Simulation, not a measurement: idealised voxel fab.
process module | voxel self aligned contacts
cross-section cut | 260 nm wide | cells 5 nm
A cross-section is a grid of square cells, given in bands from the top down. A band is one or more rows of cells.
Each band's line starts with the height of the band's top and of its bottom, in nm. Then come its materials from left to right, each with its width in nm. One material with "throughout" fills the band from edge to edge. "air" is empty space.
Height 0 is the level under which the wafer as received is all one material. The lowest band goes on downwards, as in "0 down".
A width such as "30 to 40" changes by the same amount from each row of cells to the next, from the band's top row to its bottom row.
"no change" after a step means that no cell of the cross-section changed.
closed voids: empty space of 8 cells or more with no open way to the top, each as width x height at its distance from the left edge, in nm
after a step's settings: what the simulator itself notes on the step
overlay nm, on a step with a mask: how far to the right of its planned place the mask lay; to the left if negative
plan
1 op RECEIVE | material Si
2 op OXIDIZE | depth nm 5
3 op DIRECTIONAL_DEP | material polySi | thk nm 20
4 op DIRECTIONAL_DEP | material SiN | thk nm 20
5 op DIRECTIONAL_DEP | material aC | thk nm 15
6 op PATTERN | tone cover | mask id GATE | material resist | width nm 25 | pitch nm 50 | thk nm 30 | overlay nm 0
7 op DIRECTIONAL_ETCH | etch materials aC | depth nm 15
8 op STRIP | etch materials resist
9 op DIRECTIONAL_ETCH | etch materials SiN | depth nm 20
10 op DIRECTIONAL_ETCH | etch materials polySi | depth nm 20
11 op STRIP | etch materials aC
12 op CONFORMAL_DEP | material SiN | thk nm 5
13 op DIRECTIONAL_ETCH | etch materials SiN | depth nm 5
14 op FILL_DEP | material SiO2 | thk nm 15
15 op CMP | height nm 45
16 op DIRECTIONAL_DEP | material aC | thk nm 15
17 op PATTERN | tone open | mask id CONTACT | material resist | width nm 35 | thk nm 30 | overlay nm 0
18 op DIRECTIONAL_ETCH | etch materials aC | depth nm 15
19 op STRIP | etch materials resist
20 op DIRECTIONAL_ETCH | etch materials SiO2 | depth nm 50
21 op STRIP | etch materials aC
22 op CONFORMAL_DEP | material TiN | thk nm 5
23 op FILL_DEP | material W | thk nm 5
24 op CMP | height nm 45
25 op CONFORMAL_DEP | material SiN | thk nm 5
as received, after step 1
  0 down: Si throughout
  closed voids: none
first wafer at the end, as planned
  50 to 45: SiN throughout
  45 to 40: SiO2 110 | TiN 15 | W 5 | TiN 15 | SiO2 115
  40 to 20: SiO2 85 | SiN 35 | TiN 5 | W 5 | TiN 5 | SiN 35 | SiO2 90
  20 to 0: SiO2 85 | SiN 5 | polySi 25 | SiN 5 | TiN 5 | W 5 | TiN 5 | SiN 5 | polySi 25 | SiN 5 | SiO2 90
  0 to -5: SiO2 120 | TiN 15 | SiO2 125
  -5 down: Si throughout
  closed voids: none
second wafer at the end: like start, like plan, one mistake
  50 to 45: SiN throughout
  45 to 40: SiO2 110 | TiN 35 | SiO2 115
  40 to 20: SiN 95 | SiO2 15 | SiN 35 | SiO2 15 | SiN 100
  20 to 0: polySi 90 | SiN 5 | SiO2 15 | SiN 5 | polySi 25 | SiN 5 | SiO2 15 | SiN 5 | polySi 95
  0 to -5: SiO2 throughout
  -5 down: Si throughout
  closed voids: none
what went wrong: step 6 ran as: op PATTERN | tone open | mask id GATE | material resist | width nm 25 | pitch nm 50 | thk nm 30 | overlay nm 0
at the end the second wafer has, in cells: 128 more of SiN | 229 fewer of SiO2 | 18 fewer of TiN | 9 fewer of W | 128 more of polySi
